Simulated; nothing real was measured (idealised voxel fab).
process module | voxel self aligned contacts
cross-section cut | 205 nm wide | cells 5 nm
A cross-section is a grid of square cells, given in bands from the top down. A band is one or more rows of cells.
Each band's line starts with the height of the band's top and of its bottom, in nm. Then come its materials from left to right, each with its width in nm. One material with "throughout" fills the band from edge to edge. "air" is empty space.
Height 0 is the level under which the wafer as received is all one material. The lowest band goes on downwards, as in "0 down".
A width such as "30 to 40" changes by the same amount from each row of cells to the next, from the band's top row to its bottom row.
"no change" after a step means that no cell of the cross-section changed.
closed voids: empty space of 8 cells or more with no open way to the top, each as width x height at its distance from the left edge, in nm
after a step's settings: what the simulator itself notes on the step
overlay nm, on a step with a mask: how far to the right of its planned place the mask lay; to the left if negative
plan
1 op RECEIVE | material Si
2 op CONFORMAL_DEP | material SiO2 | thk nm 5
3 op DIRECTIONAL_DEP | material polySi | thk nm 25
4 op DIRECTIONAL_DEP | material SiN | thk nm 20
5 op PATTERN | tone cover | mask id GATE | material resist | width nm 25 | pitch nm 70 | thk nm 15 | overlay nm 0
6 op DIRECTIONAL_ETCH | etch materials SiN | depth nm 20
7 op DIRECTIONAL_ETCH | etch materials polySi | depth nm 25
8 op STRIP | etch materials resist
9 op CONFORMAL_DEP | material SiN | thk nm 5
10 op DIRECTIONAL_ETCH | etch materials SiN | depth nm 5
11 op FILL_DEP | material SiO2 | thk nm 10
12 op CMP | height nm 55
13 op DIRECTIONAL_DEP | material aC | thk nm 10
14 op PATTERN | tone open | mask id CONTACT | material resist | width nm 55 | pitch nm 70 | thk nm 25 | overlay nm 0
15 op DIRECTIONAL_ETCH | etch materials aC | depth nm 10
16 op STRIP | etch materials resist
17 op DIRECTIONAL_ETCH | etch materials SiO2 | depth nm 55
18 op STRIP | etch materials aC
19 op CONFORMAL_DEP | material TiN | thk nm 5
20 op FILL_DEP | material Ru | thk nm 5
21 op CMP | height nm 55
22 op CONFORMAL_DEP | material SiN | thk nm 5
varied across the wafers: width nm of step 5. The plan shows the first wafer's value. All wafers start alike
first wafer as received, after step 1
  0 down: Si throughout
  closed voids: none
first wafer at the end, after step 22
  60 to 55: SiN throughout
  55 to 50: SiO2 40 | TiN 15 | Ru 25 | TiN 15 | SiO2 15 | TiN 15 | Ru 25 | TiN 15 | SiO2 40
  50 to 30: SiO2 15 | SiN 35 | TiN 5 | Ru 25 | TiN 5 | SiN 35 | TiN 5 | Ru 25 | TiN 5 | SiN 35 | SiO2 15
  30 to 5: SiO2 15 | SiN 5 | polySi 25 | SiN 5 | TiN 5 | Ru 25 | TiN 5 | SiN 5 | polySi 25 | SiN 5 | TiN 5 | Ru 25 | TiN 5 | SiN 5 | polySi 25 | SiN 5 | SiO2 15
  5 to 0: SiO2 50 | TiN 35 | SiO2 35 | TiN 35 | SiO2 50
  0 down: Si throughout
  closed voids: none
last wafer at the end
  60 to 55: SiN throughout
  55 to 50: SiO2 40 | TiN 20 | Ru 15 | TiN 20 | SiO2 15 | TiN 20 | Ru 15 | TiN 20 | SiO2 40
  50 to 30: SiO2 10 | SiN 45 | TiN 5 | Ru 15 | TiN 5 | SiN 45 | TiN 5 | Ru 15 | TiN 5 | SiN 45 | SiO2 10
  30 to 5: SiO2 10 | SiN 5 | polySi 35 | SiN 5 | TiN 5 | Ru 15 | TiN 5 | SiN 5 | polySi 35 | SiN 5 | TiN 5 | Ru 15 | TiN 5 | SiN 5 | polySi 35 | SiN 5 | SiO2 10
  5 to 0: SiO2 55 | TiN 25 | SiO2 45 | TiN 25 | SiO2 55
  0 down: Si throughout
  closed voids: none
each wafer at the end: cells of each material gained (+) or lost (-) since it was received, then its closed voids
width nm 25 | +100 Ru | +155 SiN | +100 SiO2 | +62 TiN | +75 polySi | closed voids: none
width nm 30 | +80 Ru | +167 SiN | +93 SiO2 | +62 TiN | +90 polySi | closed voids: none
width nm 35 | +60 Ru | +179 SiN | +86 SiO2 | +62 TiN | +105 polySi | closed voids: none
